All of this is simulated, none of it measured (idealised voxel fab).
The following is a process module called voxel ribs on slabs.
This is section cut - it's 220 nm across, gridded in 5 nm square cells.
A cross-section is a grid of square cells, given in bands from the top down. A band is one or more rows of cells.
Basically the band line says how high the top is and how high the bottom is, in nm, and then what's in it from left to right, every material with its width in nm. Empty space shows up as "blank", and if a single material carries "full width" it runs the full band edge to edge.
It should be noted that heights are counted from 0, beneath which the wafer as supplied is of one material throughout, and that the lowest band possesses no lower boundary but continues downward, as written in "z 0 and below".
Think of "30..40" as a width that walks from the first number to the second as you go down the band, top row to bottom row, taking equal-sized steps from row to row.
Key: "same as before" - step with no changed cell in the cross-section.
The label "Completely sealed voids" introduces a list of the empty spaces, 8 cells or larger, that have no open way up to the top; each entry in it reads width x height at distance, where the distance is taken from the left edge and all three are stated in nm.
Anything after a step's settings on that line? It's the simulator's own note about the step.
What "overlay nm" on a step's line means: if the step has a mask, that mask lay this far to the right of its planned place, or, when the value is negative, to the left.

# Process steps (planned)
1. RECEIVE: material Si
2. DIRECTIONAL_DEP: material SiO2, thk nm 20
3. DIRECTIONAL_DEP: material polySi, thk nm 25
4. MASKED_ETCH: tone cover, mask id RIB, width nm 20, etch materials polySi, depth nm 15, overlay nm 0
5. PATTERN: tone cover, mask id SLAB, material resist, width nm 50, thk nm 20, overlay nm 0
6. DIRECTIONAL_ETCH: etch materials polySi, depth nm 10
7. STRIP: etch materials resist
8. FILL_DEP: material SiO2, thk nm 20
9. CMP: height nm 60
10. DIRECTIONAL_DEP: material W, thk nm 5
11. PATTERN: tone cover, mask id HEATER, material resist, width nm 30, thk nm 20, overlay nm 0
12. DIRECTIONAL_ETCH: etch materials W, depth nm 5
13. STRIP: etch materials resist
14. CONFORMAL_DEP: material SiN, thk nm 5

# As-received state of the wafer in cross-section, equivalent to post-step 1
z 0 and below: Si full width
Completely sealed voids: none

# Final cross-section, module run with one mistake (start and plan as above)
z 70 to 65: 90 blank, 40 SiN, 90 blank
z 65 to 60: 95 SiN, 30 W, 95 SiN
z 60 to 55: 100 SiO2, 20 polySi, 100 SiO2
z 55 to 45: 85 SiO2, 50 polySi, 85 SiO2
z 45 to 20: polySi full width
z 20 to 0: SiO2 full width
z 0 and below: Si full width
Completely sealed voids: none
Heads up, the wafer didn't run the way we planned it: plan step 3 ran twice
